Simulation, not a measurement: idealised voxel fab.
The process module presented herein is designated voxel self aligned vias.
Section cut is 220 nm wide and gridded with 5 nm square cells.
In what follows, cross-sections appear as grids of square cells, described through bands that run from the top down, where every band is one or more rows of cells. Heads up on the band format: heights come first, top then bottom, in nm. After that it's the materials left to right, each with its width in nm. A single material flagged "all across" fills the whole band edge to edge, and "empty" means there's empty space there. Heights are measured from 0, the level below which the as-received wafer is all one material; the lowest band has no bottom and continues downward, written as in "0 nm and below". It should be noted that a width expressed as "30..40" varies in equal increments from row to row of cells within the band, taking the value of the first number at the top row and that of the second number at the bottom row. "same as before" (step): cross-section cells unchanged, all of them. Empty spaces without an open route to the top, at least 8 cells in extent, make up the entry "Enclosed cavity list"; each is given as width x height at distance, where the distance is measured from the left edge, and all are in nm. Read whatever lies past the settings on a step's line as the simulator's own remark about the step. overlay nm: step with mask; distance mask lay right of planned place; negative value = left of planned place.

Intended process steps:
1. op RECEIVE | material Si
2. op CONFORMAL_DEP | material SiO2 | thk nm 10
3. op CONFORMAL_DEP | material SiCN | thk nm 5
4. op DIRECTIONAL_DEP | material lowk | thk nm 25
5. op PATTERN | tone open | mask id LINES | material resist | width nm 20 | pitch nm 55 | thk nm 15 | overlay nm 0
6. op DIRECTIONAL_ETCH | etch materials lowk | depth nm 15
7. op STRIP | etch materials resist
8. op CONFORMAL_DEP | material TiN | thk nm 5
9. op FILL_DEP | material Ru | thk nm 5
10. op CMP | height nm 40
11. op SELECTIVE_ETCH | etch materials W Ru TiN | depth nm 10
12. op FILL_DEP | material SiN | thk nm 10
13. op CMP | height nm 40
14. op DIRECTIONAL_DEP | material lowk | thk nm 20
15. op MASKED_ETCH | tone open | mask id VIAS | width nm 40 | etch materials lowk | depth nm 20 | overlay nm 0
16. op MASKED_ETCH | tone open | mask id VIAS | width nm 40 | etch materials SiN | depth nm 10 | overlay nm 0
17. op CONFORMAL_DEP | material TiN | thk nm 5
18. op FILL_DEP | material W | thk nm 10
19. op CMP | height nm 60
20. op CONFORMAL_DEP | material SiCN | thk nm 5
Across this set of wafers, the varied parameter is the depth nm of step 6. Starting conditions are identical for every wafer, and the plan reports the value assigned to the first wafer.

As received, i.e. after step 1: cross-section through the first of several wafers:
	0 nm and below = Si all across
	Enclosed cavity list: none

The cross-section of the first of several wafers is given below for the end of the module, after its final step, step 20:
	65 nm to 60 nm = SiCN all across
	60 nm to 45 nm = lowk=60; TiN=5; W=30; TiN=5; lowk=120
	45 nm to 40 nm = lowk=60; TiN=15; W=10; TiN=15; lowk=120
	40 nm to 35 nm = lowk=70; TiN=5; W=10; TiN=5; lowk=35; SiN=20; lowk=75
	35 nm to 30 nm = lowk=70; TiN=20; lowk=35; SiN=20; lowk=75
	30 nm to 25 nm = lowk=70; TiN=20; lowk=35; TiN=20; lowk=75
	25 nm to 15 nm = lowk all across
	15 nm to 10 nm = SiCN all across
	10 nm to 0 nm = SiO2 all across
	0 nm and below = Si all across
	Enclosed cavity list: none

The final wafer, sectioned at module end:
	65 nm to 60 nm = SiCN all across
	60 nm to 45 nm = lowk=60; TiN=5; W=30; TiN=5; lowk=120
	45 nm to 40 nm = lowk=60; TiN=15; W=10; TiN=15; lowk=120
	40 nm to 35 nm = lowk=70; TiN=5; W=10; TiN=5; lowk=35; SiN=20; lowk=75
	35 nm to 30 nm = lowk=70; TiN=20; lowk=35; SiN=20; lowk=75
	30 nm to 20 nm = lowk=70; TiN=5; Ru=10; TiN=5; lowk=35; TiN=5; Ru=10; TiN=5; lowk=75
	20 nm to 15 nm = lowk=70; TiN=20; lowk=35; TiN=20; lowk=75
	15 nm to 10 nm = SiCN all across
	10 nm to 0 nm = SiO2 all across
	0 nm and below = Si all across
	Enclosed cavity list: none

Row per wafer, end-of-module: cell gain (+)/loss (-) by material since the wafer came in, then closed voids:
depth nm 15, +88 SiCN, +8 SiN, +88 SiO2, +26 TiN, +22 W, +340 lowk, Enclosed cavity list: none
depth nm 20, +4 Ru, +88 SiCN, +8 SiN, +88 SiO2, +30 TiN, +22 W, +332 lowk, Enclosed cavity list: none
depth nm 25, +8 Ru, +88 SiCN, +8 SiN, +88 SiO2, +34 TiN, +22 W, +324 lowk, Enclosed cavity list: none
depth nm 30, +8 Ru, +88 SiCN, +8 SiN, +88 SiO2, +34 TiN, +22 W, +324 lowk, Enclosed cavity list: none
depth nm 35, +8 Ru, +88 SiCN, +8 SiN, +88 SiO2, +34 TiN, +22 W, +324 lowk, Enclosed cavity list: none
depth nm 40, +8 Ru, +88 SiCN, +8 SiN, +88 SiO2, +34 TiN, +22 W, +324 lowk, Enclosed cavity list: none
